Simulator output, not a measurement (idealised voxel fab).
This section sets out a process module, namely voxel quadruple lines.
The width of the displayed cross-section, cut, is 225 nm; its cells are square, with a size of 5 nm.
Reading order for cross-sections: top band down to bottom band. Underlying form: a grid of square cells. Band size: one or more rows of cells.
The entry gives the band's vertical extent as a top height and a bottom height in nm, then its horizontal make-up as materials from left to right, each with a width in nm. "air" stands for empty space; a single material marked "throughout" fills the band edge to edge.
Heights are measured from 0, the level below which the as-received wafer is all one material; the lowest band has no bottom and continues downward, written as in "0 nm and below".
Per-row width for "30->40": begins at first number (top row of band), ends at second number (bottom row), increment between rows held constant.
Basically "nothing altered" means that step didn't change any cell in the cross-section.
You'll see "Entrapped void list" listing empty spaces that have no way open to the top, as long as they're 8 cells or more; the notation is width x height at distance, where the distance is from the left edge, and all of it is in nm.
On each step's line, the part that comes after the settings is the simulator's own comment on the step.
On any step carrying a mask, the "overlay nm" setting, if present on the step's line, tells how far right of its planned place the mask lay; negative values point to the left.

[Set out below are the planned steps of the process]
1,RECEIVE [material Si]
2,CONFORMAL_DEP [material SiO2] [thk nm 10]
3,DIRECTIONAL_DEP [material TiN] [thk nm 10]
4,DIRECTIONAL_DEP [material polySi] [thk nm 20]
5,DIRECTIONAL_DEP [material aC] [thk nm 20]
6,PATTERN [tone cover] [mask id MANDREL] [material resist] [width nm 30] [thk nm 30] [overlay nm 0]
7,DIRECTIONAL_ETCH [etch materials aC] [depth nm 20]
8,STRIP [etch materials resist]
9,CONFORMAL_DEP [material SiO2] [thk nm 10]
10,DIRECTIONAL_ETCH [etch materials SiO2] [depth nm 10]
11,STRIP [etch materials aC]
12,DIRECTIONAL_ETCH [etch materials polySi] [depth nm 20]
13,STRIP [etch materials SiO2]
14,CONFORMAL_DEP [material SiN] [thk nm 10]
15,DIRECTIONAL_ETCH [etch materials SiN] [depth nm 10]
16,STRIP [etch materials polySi]
17,DIRECTIONAL_ETCH [etch materials TiN] [depth nm 10]
18,STRIP [etch materials SiN]
19,FILL_DEP [material lowk] [thk nm 10]
20,CMP [height nm 20]

[Here's what the wafer looked like in cross-section when it arrived - that's after step 1]
  0 nm and below = Si throughout
  Entrapped void list: none

[Sectioned view, first of two wafers, at the close of the module, processed as intended in the plan]
  20 nm to 10 nm = lowk=75; TiN=10; lowk=10; TiN=10; lowk=10; TiN=10; lowk=10; TiN=10; lowk=80
  10 nm to 0 nm = SiO2 throughout
  0 nm and below = Si throughout
  Entrapped void list: none

[Wafer two, end of module, cross-section. Same start, same plan as wafer one. One mistake in the run]
  25 nm to 20 nm = lowk throughout
  20 nm to 10 nm = lowk=75; TiN=10; lowk=10; TiN=10; lowk=10; TiN=10; lowk=10; TiN=10; lowk=80
  10 nm to 0 nm = SiO2 throughout
  0 nm and below = Si throughout
  Entrapped void list: none
So what did we get wrong on this run? step 20 ran with different settings than intended, the actual operation and settings being CMP [height nm 25]
Cell-count delta at end, second wafer over first, by material: +45 lowk
